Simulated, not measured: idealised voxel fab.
process module | voxel transistor to metal
cross-section cut | 205 nm wide | cells 5 nm
A cross-section is a grid of square cells, given in bands from the top down. A band is one or more rows of cells.
Each band's line starts with the height of the band's top and of its bottom, in nm. Then come its materials from left to right, each with its width in nm. One material with "throughout" fills the band from edge to edge. "air" is empty space.
Height 0 is the level under which the wafer as received is all one material. The lowest band goes on downwards, as in "0 down".
A width such as "30 to 40" changes by the same amount from each row of cells to the next, from the band's top row to its bottom row.
"no change" after a step means that no cell of the cross-section changed.
closed voids: empty space of 8 cells or more with no open way to the top, each as width x height at its distance from the left edge, in nm
after a step's settings: what the simulator itself notes on the step
overlay nm, on a step with a mask: how far to the right of its planned place the mask lay; to the left if negative
plan
1 op RECEIVE | material Si
2 op CONFORMAL_DEP | material SiO2 | thk nm 5
3 op CONFORMAL_DEP | material SiN | thk nm 15
4 op DIRECTIONAL_DEP | material aC | thk nm 10
5 op PATTERN | tone cover | mask id ACTIVE | material resist | width nm 120 | thk nm 30 | overlay nm 0
6 op DIRECTIONAL_ETCH | etch materials aC | depth nm 10
7 op STRIP | etch materials resist
8 op DIRECTIONAL_ETCH | etch materials SiN | depth nm 15
9 op DIRECTIONAL_ETCH | etch materials SiO2 | depth nm 5
10 op DIRECTIONAL_ETCH | etch materials Si | depth nm 30
11 op STRIP | etch materials aC
12 op FILL_DEP | material SiO2 | thk nm 5
13 op CMP | height nm 20
14 op SELECTIVE_ETCH | etch materials SiO2 | depth nm 15
15 op STRIP | etch materials SiN
16 op SELECTIVE_ETCH | etch materials SiO2 | depth nm 5
17 op OXIDIZE | depth nm 5
18 op DIRECTIONAL_DEP | material polySi | thk nm 30
19 op DIRECTIONAL_DEP | material SiCN | thk nm 15
20 op DIRECTIONAL_DEP | material aC | thk nm 10
21 op PATTERN | tone cover | mask id GATE | material resist | width nm 20 | thk nm 30 | overlay nm 0
22 op DIRECTIONAL_ETCH | etch materials aC | depth nm 10
23 op STRIP | etch materials resist
24 op DIRECTIONAL_ETCH | etch materials SiCN | depth nm 25
25 op DIRECTIONAL_ETCH | etch materials polySi | depth nm 40
26 op STRIP | etch materials aC
27 op CONFORMAL_DEP | material SiN | thk nm 10
28 op DIRECTIONAL_ETCH | etch materials SiN | depth nm 10
29 op DIRECTIONAL_ETCH | etch materials SiO2 | depth nm 5
30 op EPI | material nSi | thk nm 5
31 op FILL_DEP | material SiO2 | thk nm 5
32 op CMP | height nm 45
33 op DIRECTIONAL_DEP | material SiO2 | thk nm 15
34 op PATTERN | tone open | mask id CONTACT | material resist | width nm 20 | pitch nm 80 | thk nm 15 | overlay nm 0
35 op DIRECTIONAL_ETCH | etch materials SiO2 | depth nm 60
36 op STRIP | etch materials resist
37 op CONFORMAL_DEP | material TiN | thk nm 5
38 op FILL_DEP | material W | thk nm 5
39 op CMP | height nm 60
40 op DIRECTIONAL_DEP | material TiN | thk nm 5
41 op DIRECTIONAL_DEP | material Ru | thk nm 15
42 op MASKED_ETCH | tone cover | mask id METAL_1 | width nm 20 | pitch nm 80 | etch materials Ru | depth nm 15 | overlay nm 0
43 op MASKED_ETCH | tone cover | mask id METAL_1 | width nm 20 | pitch nm 80 | etch materials TiN | depth nm 5 | overlay nm 0
44 op FILL_DEP | material SiO2 | thk nm 5
45 op CMP | height nm 80
46 op CONFORMAL_DEP | material SiCN | thk nm 5
47 op DIRECTIONAL_DEP | material lowk | thk nm 25
48 op PATTERN | tone open | mask id METAL_2_HOLES | material resist | width nm 15 | pitch nm 80 | thk nm 20 | overlay nm 0
49 op DIRECTIONAL_ETCH | etch materials lowk | depth nm 25
50 op STRIP | etch materials resist
51 op MASKED_ETCH | tone open | mask id METAL_2 | width nm 20 | pitch nm 80 | etch materials lowk | depth nm 15 | overlay nm 0
52 op MASKED_ETCH | tone open | mask id METAL_2 | width nm 20 | pitch nm 80 | etch materials SiCN | depth nm 5 | overlay nm 0
53 op CONFORMAL_DEP | material TiN | thk nm 5
54 op FILL_DEP | material Cu | thk nm 10
55 op CMP | height nm 110
56 op CONFORMAL_DEP | material SiN | thk nm 5
as received, after step 1
  0 down: Si throughout
  closed voids: none
first wafer at the end, as planned
  115 to 110: SiN throughout
  110 to 100: lowk 50 | TiN 5 | Cu 10 | TiN 5 | lowk 60 | TiN 5 | Cu 10 | TiN 5 | lowk 55
  100 to 95: lowk 50 | TiN 5 | Cu 5 | TiN 10 | lowk 60 | TiN 5 | Cu 5 | TiN 10 | lowk 55
  95 to 85: lowk 50 | TiN 5 | Cu 5 | TiN 5 | lowk 65 | TiN 5 | Cu 5 | TiN 5 | lowk 60
  85 to 80: SiCN 50 | TiN 15 | SiCN 65 | TiN 15 | SiCN 60
  80 to 65: SiO2 50 | Ru 20 | SiO2 60 | Ru 20 | SiO2 55
  65 to 60: SiO2 50 | TiN 20 | SiO2 60 | TiN 20 | SiO2 55
  60 to 45: SiO2 50 | TiN 5 | W 10 | TiN 5 | SiO2 60 | TiN 5 | W 10 | TiN 5 | SiO2 55
  45 to 30: SiO2 50 | TiN 5 | W 10 | TiN 5 | SiO2 10 | SiN 10 | SiCN 20 | SiN 10 | SiO2 10 | TiN 5 | W 10 | TiN 5 | SiO2 55
  30 to 5: SiO2 50 | TiN 5 | W 10 | TiN 5 | SiO2 10 | SiN 10 | polySi 20 | SiN 10 | SiO2 10 | TiN 5 | W 10 | TiN 5 | SiO2 55
  5 to 0: SiO2 50 | TiN 20 | SiO2 10 | SiN 10 | polySi 20 | SiN 10 | SiO2 10 | TiN 20 | SiO2 55
  0 to -5: SiO2 35 | nSi 45 | SiO2 40 | nSi 45 | SiO2 40
  -5 to -30: SiO2 40 | Si 120 | SiO2 45
  -30 down: Si throughout
  closed voids: none
second wafer at the end: like start, like plan, one mistake
  130 to 125: SiN throughout
  125 to 115: Cu throughout
  115 to 110: TiN 55 | Cu 10 | TiN 70 | Cu 10 | TiN 60
  110 to 100: lowk 50 | TiN 5 | Cu 10 | TiN 5 | lowk 60 | TiN 5 | Cu 10 | TiN 5 | lowk 55
  100 to 95: lowk 50 | TiN 5 | Cu 5 | TiN 10 | lowk 60 | TiN 5 | Cu 5 | TiN 10 | lowk 55
  95 to 85: lowk 50 | TiN 5 | Cu 5 | TiN 5 | lowk 65 | TiN 5 | Cu 5 | TiN 5 | lowk 60
  85 to 80: SiCN 50 | TiN 15 | SiCN 65 | TiN 15 | SiCN 60
  80 to 65: SiO2 50 | Ru 20 | SiO2 60 | Ru 20 | SiO2 55
  65 to 60: SiO2 50 | TiN 20 | SiO2 60 | TiN 20 | SiO2 55
  60 to 45: SiO2 50 | TiN 5 | W 10 | TiN 5 | SiO2 60 | TiN 5 | W 10 | TiN 5 | SiO2 55
  45 to 30: SiO2 50 | TiN 5 | W 10 | TiN 5 | SiO2 10 | SiN 10 | SiCN 20 | SiN 10 | SiO2 10 | TiN 5 | W 10 | TiN 5 | SiO2 55
  30 to 5: SiO2 50 | TiN 5 | W 10 | TiN 5 | SiO2 10 | SiN 10 | polySi 20 | SiN 10 | SiO2 10 | TiN 5 | W 10 | TiN 5 | SiO2 55
  5 to 0: SiO2 50 | TiN 20 | SiO2 10 | SiN 10 | polySi 20 | SiN 10 | SiO2 10 | TiN 20 | SiO2 55
  0 to -5: SiO2 35 | nSi 45 | SiO2 40 | nSi 45 | SiO2 40
  -5 to -30: SiO2 40 | Si 120 | SiO2 45
  -30 down: Si throughout
  closed voids: none
what went wrong: step 55 was left out
at the end the second wafer has, in cells: 86 more of Cu | 37 more of TiN
